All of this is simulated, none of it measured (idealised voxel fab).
The following process module bears the name voxel self aligned contacts.
The cross-section on display is named cut; it measures 265 nm wide, and its cells are 5 nm squares.
Format of a cross-section: grid, square cells. Given as bands. Order: top down. Band: one or more rows of cells. Band: top and bottom heights (nm) first, top before bottom; then materials from left to right, widths in nm. "all across" marks a sole material filling the band edge to edge. "empty" denotes empty space. The reference from which all heights are counted is 0, the level beneath which the as-received wafer is entirely one material; the lowest band, having no lower bound, proceeds downward and is written after the example "0 -> down". A two-number width, for instance "30..40", indicates that the width is equal to the first number in the top row of the band and to the second number in the bottom row, and that it changes by a constant amount per row of cells. "no alteration" after a step means that no cell of the cross-section changed. "Sealed void list" - sealed voids, min. 8 cells, no opening to top; format: width x height at distance (distance from left edge; nm throughout). It should be noted that, on the line of a given step, the content following the step's settings is a remark produced by the simulator itself with respect to that step. Steps that use a mask can have "overlay nm" on their line. It says how far the mask sat to the right of where it was meant to be. Negative means to the left.

# Process steps - plan
1,RECEIVE [material Si]
2,OXIDIZE [depth nm 5]
3,DIRECTIONAL_DEP [material polySi] [thk nm 30]
4,DIRECTIONAL_DEP [material SiN] [thk nm 20]
5,DIRECTIONAL_DEP [material aC] [thk nm 15]
6,PATTERN [tone cover] [mask id GATE] [material resist] [width nm 35] [pitch nm 70] [thk nm 30] [overlay nm 0]
7,DIRECTIONAL_ETCH [etch materials aC] [depth nm 15]
8,STRIP [etch materials resist]
9,DIRECTIONAL_ETCH [etch materials SiN] [depth nm 20]
10,DIRECTIONAL_ETCH [etch materials polySi] [depth nm 30]
11,STRIP [etch materials aC]
12,CONFORMAL_DEP [material SiN] [thk nm 5]
13,DIRECTIONAL_ETCH [etch materials SiN] [depth nm 5]
14,FILL_DEP [material SiO2] [thk nm 10]
15,CMP [height nm 55]
16,PATTERN [tone open] [mask id CONTACT] [material resist] [width nm 55] [thk nm 15] [overlay nm 0]
17,DIRECTIONAL_ETCH [etch materials SiO2] [depth nm 60]
18,STRIP [etch materials resist]
19,CONFORMAL_DEP [material TiN] [thk nm 5]
20,FILL_DEP [material Ru] [thk nm 10]
21,CMP [height nm 55]
22,CONFORMAL_DEP [material SiN] [thk nm 5]

# Wafer as received: cross-section following step 1
	0 -> down | Si all across
	Sealed void list: none

# Here's the cross-section of the first of our two wafers at the end of the module - it ran as planned
	60 -> 55 | SiN all across
	55 -> 50 | SiO2=105 | TiN=20 | Ru=15 | TiN=20 | SiO2=105
	50 -> 30 | SiO2=75 | SiN=45 | TiN=5 | Ru=15 | TiN=5 | SiN=45 | SiO2=75
	30 -> 0 | SiO2=75 | SiN=5 | polySi=35 | SiN=5 | TiN=5 | Ru=15 | TiN=5 | SiN=5 | polySi=35 | SiN=5 | SiO2=75
	0 -> -5 | SiO2=120 | TiN=25 | SiO2=120
	-5 -> down | Si all across
	Sealed void list: none

# Cross-sectional image of the second wafer of the two following completion of the module. Starting state and process plan were the same as for the first wafer; one execution error occurred
	60 -> 55 | SiN all across
	55 -> 50 | SiO2=105 | TiN=15 | Ru=25 | TiN=15 | SiO2=105
	50 -> 30 | SiO2=80 | SiN=35 | TiN=5 | Ru=25 | TiN=5 | SiN=35 | SiO2=80
	30 -> 0 | SiO2=80 | SiN=5 | polySi=25 | SiN=5 | TiN=5 | Ru=25 | TiN=5 | SiN=5 | polySi=25 | SiN=5 | SiO2=80
	0 -> -5 | SiO2=115 | TiN=35 | SiO2=115
	-5 -> down | Si all across
	Sealed void list: none
It is concluded that the wafer was processed incorrectly with respect to the plan, in that off-plan run, step 6, actual operation and settings PATTERN [tone cover] [mask id GATE] [material resist] [width nm 25] [pitch nm 70] [thk nm 30] [overlay nm 0]
Heads up, by the end the second wafer has more or fewer cells of some materials compared to the first: Ru +22; SiN -16; SiO2 +18; polySi -24
